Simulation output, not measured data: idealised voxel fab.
Herein follows the process module entitled voxel wiring stack.
cross-section cut | 195 nm wide | cells 5 nm
Think of the cross-section as a grid of square cells. We describe it in bands, top to bottom, and each band covers one or more rows of those cells. Each band's line starts with the height of the band's top and of its bottom, in nm. Then come its materials from left to right, each with its width in nm. One material with "full width" fills the band from edge to edge. "empty" is empty space. Ref level 0: as-received wafer is one material below here. Bottom band extends down with no lower bound ("0 down"). Quick explanation for "30->40": the width changes in equal steps down the rows of cells, from the first number in the band's top row to the second number in its bottom row. "nothing was modified" for a step: no cell of the cross-section changed in that step. The list in "Closed void list" covers empty spaces of 8 cells or more that cannot reach the top through any open way, and it gives each as width x height at distance; the distance is from the left edge, and width, height and distance are in nm. Text after the settings on a step's line: the simulator's own remark on that step. "overlay nm", when on a step's line for a step with a mask, measures how far to the right of its planned place the mask lay; a negative measure means to the left.
THE FOLLOWING LIST GIVES THE PLANNED PROCESS STEPS
- 1: RECEIVE: material Si
- 2: CONFORMAL_DEP: material SiO2, thk nm 15
- 3: CONFORMAL_DEP: material SiN, thk nm 5
- 4: DIRECTIONAL_DEP: material lowk, thk nm 25
- 5: DIRECTIONAL_DEP: material aC, thk nm 15
- 6: PATTERN: tone open, mask id METAL_1, material resist, width nm 25, pitch nm 55, thk nm 35, overlay nm 0
- 7: DIRECTIONAL_ETCH: etch materials aC, depth nm 15
- 8: STRIP: etch materials resist
- 9: DIRECTIONAL_ETCH: etch materials lowk, depth nm 25
- 10: DIRECTIONAL_ETCH: etch materials SiN, depth nm 5
- 11: STRIP: etch materials aC
- 12: CONFORMAL_DEP: material TiN, thk nm 5
- 13: FILL_DEP: material Ru, thk nm 5
- 14: CMP: height nm 45
- 15: CONFORMAL_DEP: material SiCN, thk nm 5
- 16: DIRECTIONAL_DEP: material SiO2, thk nm 30
- 17: PATTERN: tone open, mask id METAL_2, material resist, width nm 25, pitch nm 55, thk nm 15, overlay nm 0
- 18: DIRECTIONAL_ETCH: etch materials SiO2, depth nm 20
- 19: STRIP: etch materials resist
- 20: DIRECTIONAL_DEP: material aC, thk nm 15
- 21: PATTERN: tone open, mask id METAL_2_HOLES, material resist, width nm 15, pitch nm 55, thk nm 35, overlay nm 0
- 22: DIRECTIONAL_ETCH: etch materials aC, depth nm 15
- 23: STRIP: etch materials resist
- 24: DIRECTIONAL_ETCH: etch materials SiO2, depth nm 10
- 25: DIRECTIONAL_ETCH: etch materials SiCN, depth nm 5
- 26: STRIP: etch materials aC
- 27: CONFORMAL_DEP: material TiN, thk nm 5
- 28: FILL_DEP: material Cu, thk nm 5
- 29: CMP: height nm 80
- 30: CONFORMAL_DEP: material SiCN, thk nm 5
- 31: DIRECTIONAL_DEP: material SiO2, thk nm 35
- 32: PATTERN: tone open, mask id METAL_3_HOLES, material resist, width nm 15, thk nm 20, overlay nm 0
- 33: DIRECTIONAL_ETCH: etch materials SiO2, depth nm 35
- 34: STRIP: etch materials resist
- 35: DIRECTIONAL_DEP: material aC, thk nm 15
- 36: PATTERN: tone open, mask id METAL_3, material resist, width nm 25, pitch nm 55, thk nm 35, overlay nm 0
- 37: DIRECTIONAL_ETCH: etch materials aC, depth nm 15
- 38: STRIP: etch materials resist
- 39: DIRECTIONAL_ETCH: etch materials SiO2, depth nm 20
- 40: DIRECTIONAL_ETCH: etch materials SiCN, depth nm 5
- 41: STRIP: etch materials aC
- 42: CONFORMAL_DEP: material TiN, thk nm 5
- 43: FILL_DEP: material Cu, thk nm 10
- 44: CMP: height nm 120
- 45: CONFORMAL_DEP: material SiCN, thk nm 5
FIRST WAFER, TWO IN TOTAL, RUN AS PLANNED
CROSS-SECTIONAL VIEW OF THE WAFER IN ITS AS-RECEIVED CONDITION, CORRESPONDING TO THE STATE AFTER STEP 1
    0 down: Si full width
    Closed void list: none
CROSS-SECTION OF THE WAFER SUBSEQUENT TO STEP 2
    15 to 0: SiO2 full width
    Nothing below the height 0 has changed.
CROSS-SECTION OF THE WAFER SUBSEQUENT TO STEP 3
    20 to 15: SiN full width
    Nothing below the height 15 has changed.
CROSS-SECTION OF THE WAFER SUBSEQUENT TO STEP 4
    45 to 20: lowk full width
    Nothing below the height 20 has changed.
CROSS-SECTION OF THE WAFER SUBSEQUENT TO STEP 5
    60 to 45: aC full width
    Nothing below the height 45 has changed.
CROSS-SECTION OF THE WAFER SUBSEQUENT TO STEP 6
    95 to 60: resist: 55, then empty: 25, then resist: 30, then empty: 25, then resist: 60
    Nothing below the height 60 has changed.
CROSS-SECTION OF THE WAFER SUBSEQUENT TO STEP 7
    80 to 60: resist: 55, then empty: 25, then resist: 30, then empty: 25, then resist: 60
    60 to 45: aC: 55, then empty: 25, then aC: 30, then empty: 25, then aC: 60
    Nothing below the height 45 has changed.
CROSS-SECTION OF THE WAFER SUBSEQUENT TO STEP 8
    60 to 45: aC: 55, then empty: 25, then aC: 30, then empty: 25, then aC: 60
    Nothing below the height 45 has changed.
CROSS-SECTION OF THE WAFER SUBSEQUENT TO STEP 9
    60 to 45: aC: 55, then empty: 25, then aC: 30, then empty: 25, then aC: 60
    45 to 20: lowk: 55, then empty: 25, then lowk: 30, then empty: 25, then lowk: 60
    Nothing below the height 20 has changed.
CROSS-SECTION OF THE WAFER SUBSEQUENT TO STEP 10
    60 to 45: aC: 55, then empty: 25, then aC: 30, then empty: 25, then aC: 60
    45 to 20: lowk: 55, then empty: 25, then lowk: 30, then empty: 25, then lowk: 60
    20 to 15: SiN: 55, then empty: 25, then SiN: 30, then empty: 25, then SiN: 60
    Nothing below the height 15 has changed.
CROSS-SECTION OF THE WAFER SUBSEQUENT TO STEP 11
    45 to 20: lowk: 55, then empty: 25, then lowk: 30, then empty: 25, then lowk: 60
    Nothing below the height 20 has changed.
CROSS-SECTION OF THE WAFER SUBSEQUENT TO STEP 12
    50 to 45: TiN: 60, then empty: 15, then TiN: 40, then empty: 15, then TiN: 65
    45 to 20: lowk: 55, then TiN: 5, then empty: 15, then TiN: 5, then lowk: 30, then TiN: 5, then empty: 15, then TiN: 5, then lowk: 60
    20 to 15: SiN: 55, then TiN: 25, then SiN: 30, then TiN: 25, then SiN: 60
    Nothing below the height 15 has changed.
CROSS-SECTION OF THE WAFER SUBSEQUENT TO STEP 13
    55 to 50: Ru full width
    50 to 45: TiN: 60, then Ru: 15, then TiN: 40, then Ru: 15, then TiN: 65
    45 to 20: lowk: 55, then TiN: 5, then Ru: 15, then TiN: 5, then lowk: 30, then TiN: 5, then Ru: 15, then TiN: 5, then lowk: 60
    Nothing below the height 20 has changed.
CROSS-SECTION OF THE WAFER SUBSEQUENT TO STEP 14
    45 to 20: lowk: 55, then TiN: 5, then Ru: 15, then TiN: 5, then lowk: 30, then TiN: 5, then Ru: 15, then TiN: 5, then lowk: 60
    Nothing below the height 20 has changed.
CROSS-SECTION OF THE WAFER SUBSEQUENT TO STEP 15
    50 to 45: SiCN full width
    Nothing below the height 45 has changed.
CROSS-SECTION OF THE WAFER SUBSEQUENT TO STEP 16
    80 to 50: SiO2 full width
    Nothing below the height 50 has changed.
CROSS-SECTION OF THE WAFER SUBSEQUENT TO STEP 17
    95 to 80: resist: 55, then empty: 25, then resist: 30, then empty: 25, then resist: 60
    Nothing below the height 80 has changed.
CROSS-SECTION OF THE WAFER SUBSEQUENT TO STEP 18
    95 to 80: resist: 55, then empty: 25, then resist: 30, then empty: 25, then resist: 60
    80 to 60: SiO2: 55, then empty: 25, then SiO2: 30, then empty: 25, then SiO2: 60
    Nothing below the height 60 has changed.
CROSS-SECTION OF THE WAFER SUBSEQUENT TO STEP 19
    80 to 60: SiO2: 55, then empty: 25, then SiO2: 30, then empty: 25, then SiO2: 60
    Nothing below the height 60 has changed.
CROSS-SECTION OF THE WAFER SUBSEQUENT TO STEP 20
    95 to 80: aC: 55, then empty: 25, then aC: 30, then empty: 25, then aC: 60
    80 to 75: SiO2: 55, then empty: 25, then SiO2: 30, then empty: 25, then SiO2: 60
    75 to 60: SiO2: 55, then aC: 25, then SiO2: 30, then aC: 25, then SiO2: 60
    Nothing below the height 60 has changed.
CROSS-SECTION OF THE WAFER SUBSEQUENT TO STEP 21
    130 to 95: resist: 55, then empty: 15, then resist: 40, then empty: 15, then resist: 70
    95 to 80: aC: 55, then empty: 15, then resist: 10, then aC: 30, then empty: 15, then resist: 10, then aC: 60
    80 to 75: SiO2: 55, then empty: 15, then resist: 10, then SiO2: 30, then empty: 15, then resist: 10, then SiO2: 60
    Nothing below the height 75 has changed.
CROSS-SECTION OF THE WAFER SUBSEQUENT TO STEP 22
    115 to 95: resist: 55, then empty: 15, then resist: 40, then empty: 15, then resist: 70
    95 to 80: aC: 55, then empty: 15, then resist: 10, then aC: 30, then empty: 15, then resist: 10, then aC: 60
    80 to 75: SiO2: 55, then empty: 15, then resist: 10, then SiO2: 30, then empty: 15, then resist: 10, then SiO2: 60
    75 to 60: SiO2: 55, then empty: 15, then aC: 10, then SiO2: 30, then empty: 15, then aC: 10, then SiO2: 60
    Nothing below the height 60 has changed.
CROSS-SECTION OF THE WAFER SUBSEQUENT TO STEP 23
    95 to 80: aC: 55, then empty: 25, then aC: 30, then empty: 25, then aC: 60
    80 to 75: SiO2: 55, then empty: 25, then SiO2: 30, then empty: 25, then SiO2: 60
    Nothing below the height 75 has changed.
CROSS-SECTION OF THE WAFER SUBSEQUENT TO STEP 24
    95 to 80: aC: 55, then empty: 25, then aC: 30, then empty: 25, then aC: 60
    80 to 75: SiO2: 55, then empty: 25, then SiO2: 30, then empty: 25, then SiO2: 60
    75 to 60: SiO2: 55, then empty: 15, then aC: 10, then SiO2: 30, then empty: 15, then aC: 10, then SiO2: 60
    60 to 50: SiO2: 55, then empty: 15, then SiO2: 40, then empty: 15, then SiO2: 70
    Nothing below the height 50 has changed.
CROSS-SECTION OF THE WAFER SUBSEQUENT TO STEP 25
    95 to 80: aC: 55, then empty: 25, then aC: 30, then empty: 25, then aC: 60
    80 to 75: SiO2: 55, then empty: 25, then SiO2: 30, then empty: 25, then SiO2: 60
    75 to 60: SiO2: 55, then empty: 15, then aC: 10, then SiO2: 30, then empty: 15, then aC: 10, then SiO2: 60
    60 to 50: SiO2: 55, then empty: 15, then SiO2: 40, then empty: 15, then SiO2: 70
    50 to 45: SiCN: 55, then empty: 15, then SiCN: 40, then empty: 15, then SiCN: 70
    Nothing below the height 45 has changed.
CROSS-SECTION OF THE WAFER SUBSEQUENT TO STEP 26
    80 to 60: SiO2: 55, then empty: 25, then SiO2: 30, then empty: 25, then SiO2: 60
    Nothing below the height 60 has changed.
CROSS-SECTION OF THE WAFER SUBSEQUENT TO STEP 27
    85 to 80: TiN: 60, then empty: 15, then TiN: 40, then empty: 15, then TiN: 65
    80 to 65: SiO2: 55, then TiN: 5, then empty: 15, then TiN: 5, then SiO2: 30, then TiN: 5, then empty: 15, then TiN: 5, then SiO2: 60
    65 to 60: SiO2: 55, then TiN: 5, then empty: 5, then TiN: 15, then SiO2: 30, then TiN: 5, then empty: 5, then TiN: 15, then SiO2: 60
    60 to 50: SiO2: 55, then TiN: 5, then empty: 5, then TiN: 5, then SiO2: 40, then TiN: 5, then empty: 5, then TiN: 5, then SiO2: 70
    50 to 45: SiCN: 55, then TiN: 15, then SiCN: 40, then TiN: 15, then SiCN: 70
    Nothing below the height 45 has changed.
CROSS-SECTION OF THE WAFER SUBSEQUENT TO STEP 28
    90 to 85: Cu full width
    85 to 80: TiN: 60, then Cu: 15, then TiN: 40, then Cu: 15, then TiN: 65
    80 to 65: SiO2: 55, then TiN: 5, then Cu: 15, then TiN: 5, then SiO2: 30, then TiN: 5, then Cu: 15, then TiN: 5, then SiO2: 60
    65 to 60: SiO2: 55, then TiN: 5, then Cu: 5, then TiN: 15, then SiO2: 30, then TiN: 5, then Cu: 5, then TiN: 15, then SiO2: 60
    60 to 50: SiO2: 55, then TiN: 5, then Cu: 5, then TiN: 5, then SiO2: 40, then TiN: 5, then Cu: 5, then TiN: 5, then SiO2: 70
    Nothing below the height 50 has changed.
CROSS-SECTION OF THE WAFER SUBSEQUENT TO STEP 29
    80 to 65: SiO2: 55, then TiN: 5, then Cu: 15, then TiN: 5, then SiO2: 30, then TiN: 5, then Cu: 15, then TiN: 5, then SiO2: 60
    Nothing below the height 65 has changed.
CROSS-SECTION OF THE WAFER SUBSEQUENT TO STEP 30
    85 to 80: SiCN full width
    Nothing below the height 80 has changed.
CROSS-SECTION OF THE WAFER SUBSEQUENT TO STEP 31
    120 to 85: SiO2 full width
    Nothing below the height 85 has changed.
CROSS-SECTION OF THE WAFER SUBSEQUENT TO STEP 32
    140 to 120: resist: 55, then empty: 15, then resist: 125
    Nothing below the height 120 has changed.
CROSS-SECTION OF THE WAFER SUBSEQUENT TO STEP 33
    140 to 120: resist: 55, then empty: 15, then resist: 125
    120 to 85: SiO2: 55, then empty: 15, then SiO2: 125
    Nothing below the height 85 has changed.
CROSS-SECTION OF THE WAFER SUBSEQUENT TO STEP 34
    120 to 85: SiO2: 55, then empty: 15, then SiO2: 125
    Nothing below the height 85 has changed.
CROSS-SECTION OF THE WAFER SUBSEQUENT TO STEP 35
    135 to 120: aC: 55, then empty: 15, then aC: 125
    120 to 100: SiO2: 55, then empty: 15, then SiO2: 125
    100 to 85: SiO2: 55, then aC: 15, then SiO2: 125
    Nothing below the height 85 has changed.
CROSS-SECTION OF THE WAFER SUBSEQUENT TO STEP 36
    170 to 135: resist: 55, then empty: 25, then resist: 30, then empty: 25, then resist: 60
    Nothing below the height 135 has changed.
CROSS-SECTION OF THE WAFER SUBSEQUENT TO STEP 37
    155 to 135: resist: 55, then empty: 25, then resist: 30, then empty: 25, then resist: 60
    135 to 120: aC: 55, then empty: 25, then aC: 30, then empty: 25, then aC: 60
    120 to 85: SiO2: 55, then empty: 15, then SiO2: 125
    Nothing below the height 85 has changed.
CROSS-SECTION OF THE WAFER SUBSEQUENT TO STEP 38
    135 to 120: aC: 55, then empty: 25, then aC: 30, then empty: 25, then aC: 60
    Nothing below the height 120 has changed.
CROSS-SECTION OF THE WAFER SUBSEQUENT TO STEP 39
    135 to 120: aC: 55, then empty: 25, then aC: 30, then empty: 25, then aC: 60
    120 to 100: SiO2: 55, then empty: 25, then SiO2: 30, then empty: 25, then SiO2: 60
    Nothing below the height 100 has changed.
CROSS-SECTION OF THE WAFER SUBSEQUENT TO STEP 40
    135 to 120: aC: 55, then empty: 25, then aC: 30, then empty: 25, then aC: 60
    120 to 100: SiO2: 55, then empty: 25, then SiO2: 30, then empty: 25, then SiO2: 60
    100 to 85: SiO2: 55, then empty: 15, then SiO2: 125
    85 to 80: SiCN: 55, then empty: 15, then SiCN: 125
    Nothing below the height 80 has changed.
CROSS-SECTION OF THE WAFER SUBSEQUENT TO STEP 41
    120 to 100: SiO2: 55, then empty: 25, then SiO2: 30, then empty: 25, then SiO2: 60
    Nothing below the height 100 has changed.
CROSS-SECTION OF THE WAFER SUBSEQUENT TO STEP 42
    125 to 120: TiN: 60, then empty: 15, then TiN: 40, then empty: 15, then TiN: 65
    120 to 105: SiO2: 55, then TiN: 5, then empty: 15, then TiN: 5, then SiO2: 30, then TiN: 5, then empty: 15, then TiN: 5, then SiO2: 60
    105 to 100: SiO2: 55, then TiN: 5, then empty: 5, then TiN: 15, then SiO2: 30, then TiN: 25, then SiO2: 60
    100 to 85: SiO2: 55, then TiN: 5, then empty: 5, then TiN: 5, then SiO2: 125
    85 to 80: SiCN: 55, then TiN: 15, then SiCN: 125
    Nothing below the height 80 has changed.
CROSS-SECTION OF THE WAFER SUBSEQUENT TO STEP 43
    135 to 125: Cu full width
    125 to 120: TiN: 60, then Cu: 15, then TiN: 40, then Cu: 15, then TiN: 65
    120 to 105: SiO2: 55, then TiN: 5, then Cu: 15, then TiN: 5, then SiO2: 30, then TiN: 5, then Cu: 15, then TiN: 5, then SiO2: 60
    105 to 100: SiO2: 55, then TiN: 5, then Cu: 5, then TiN: 15, then SiO2: 30, then TiN: 25, then SiO2: 60
    100 to 85: SiO2: 55, then TiN: 5, then Cu: 5, then TiN: 5, then SiO2: 125
    Nothing below the height 85 has changed.
CROSS-SECTION OF THE WAFER SUBSEQUENT TO STEP 44
    120 to 105: SiO2: 55, then TiN: 5, then Cu: 15, then TiN: 5, then SiO2: 30, then TiN: 5, then Cu: 15, then TiN: 5, then SiO2: 60
    Nothing below the height 105 has changed.
CROSS-SECTION OF THE WAFER SUBSEQUENT TO STEP 45
    125 to 120: SiCN full width
    Nothing below the height 120 has changed.
SECOND WAFER: SAME START AND SAME PLAN AS THE FIRST, ONE EXECUTION ERROR; IDENTICAL TO THE FIRST THROUGH STEP 35
SECOND WAFER: CROSS-SECTION AT THE SCHEDULED END OF STEP 36
    170 to 135: resist: 60, then empty: 15, then resist: 40, then empty: 15, then resist: 65
    135 to 120: aC: 55, then resist: 5, then empty: 10, then aC: 125
    120 to 100: SiO2: 55, then resist: 5, then empty: 10, then SiO2: 125
    Nothing below the height 100 has changed.
SECOND WAFER: CROSS-SECTION AT THE SCHEDULED END OF STEP 37
    155 to 135: resist: 60, then empty: 15, then resist: 40, then empty: 15, then resist: 65
    135 to 120: aC: 55, then resist: 5, then empty: 15, then aC: 40, then empty: 15, then aC: 65
    120 to 100: SiO2: 55, then resist: 5, then empty: 10, then SiO2: 125
    100 to 85: SiO2: 55, then aC: 5, then empty: 10, then SiO2: 125
    Nothing below the height 85 has changed.
SECOND WAFER: CROSS-SECTION AT THE SCHEDULED END OF STEP 38
    135 to 120: aC: 55, then empty: 20, then aC: 40, then empty: 15, then aC: 65
    120 to 100: SiO2: 55, then empty: 15, then SiO2: 125
    Nothing below the height 100 has changed.
SECOND WAFER: CROSS-SECTION AT THE SCHEDULED END OF STEP 39
    135 to 120: aC: 55, then empty: 20, then aC: 40, then empty: 15, then aC: 65
    120 to 100: SiO2: 55, then empty: 20, then SiO2: 40, then empty: 15, then SiO2: 65
    Nothing below the height 100 has changed.
SECOND WAFER: CROSS-SECTION AT THE SCHEDULED END OF STEP 40
    135 to 120: aC: 55, then empty: 20, then aC: 40, then empty: 15, then aC: 65
    120 to 100: SiO2: 55, then empty: 20, then SiO2: 40, then empty: 15, then SiO2: 65
    100 to 85: SiO2: 55, then aC: 5, then empty: 10, then SiO2: 125
    85 to 80: SiCN: 60, then empty: 10, then SiCN: 125
    Nothing below the height 80 has changed.
SECOND WAFER: CROSS-SECTION AT THE SCHEDULED END OF STEP 41
    120 to 100: SiO2: 55, then empty: 20, then SiO2: 40, then empty: 15, then SiO2: 65
    100 to 85: SiO2: 55, then empty: 15, then SiO2: 125
    Nothing below the height 85 has changed.
SECOND WAFER: CROSS-SECTION AT THE SCHEDULED END OF STEP 42
    125 to 120: TiN: 60, then empty: 10, then TiN: 50, then empty: 5, then TiN: 70
    120 to 105: SiO2: 55, then TiN: 5, then empty: 10, then TiN: 5, then SiO2: 40, then TiN: 5, then empty: 5, then TiN: 5, then SiO2: 65
    105 to 100: SiO2: 55, then TiN: 5, then empty: 5, then TiN: 10, then SiO2: 40, then TiN: 15, then SiO2: 65
    100 to 90: SiO2: 55, then TiN: 5, then empty: 5, then TiN: 5, then SiO2: 125
    90 to 85: SiO2: 55, then TiN: 15, then SiO2: 125
    85 to 80: SiCN: 60, then TiN: 10, then SiCN: 125
    Nothing below the height 80 has changed.
SECOND WAFER: CROSS-SECTION AT THE SCHEDULED END OF STEP 43
    135 to 125: Cu full width
    125 to 120: TiN: 60, then Cu: 10, then TiN: 50, then Cu: 5, then TiN: 70
    120 to 105: SiO2: 55, then TiN: 5, then Cu: 10, then TiN: 5, then SiO2: 40, then TiN: 5, then Cu: 5, then TiN: 5, then SiO2: 65
    105 to 100: SiO2: 55, then TiN: 5, then Cu: 5, then TiN: 10, then SiO2: 40, then TiN: 15, then SiO2: 65
    100 to 90: SiO2: 55, then TiN: 5, then Cu: 5, then TiN: 5, then SiO2: 125
    Nothing below the height 90 has changed.
SECOND WAFER: CROSS-SECTION AT THE SCHEDULED END OF STEP 44
    120 to 105: SiO2: 55, then TiN: 5, then Cu: 10, then TiN: 5, then SiO2: 40, then TiN: 5, then Cu: 5, then TiN: 5, then SiO2: 65
    Nothing below the height 105 has changed.
SECOND WAFER: CROSS-SECTION AT THE SCHEDULED END OF STEP 45
    125 to 120: SiCN full width
    Nothing below the height 120 has changed.
What broke from the plan during processing? step 36, actual vs plan mismatch, actual run PATTERN: tone open, mask id METAL_3, material resist, width nm 15, pitch nm 55, thk nm 35, overlay nm 0
Per the end-of-run cell counts, the second wafer holds more or fewer of some materials than the first: 10 fewer of Cu, 1 more of SiCN, 12 more of SiO2, 3 fewer of TiN
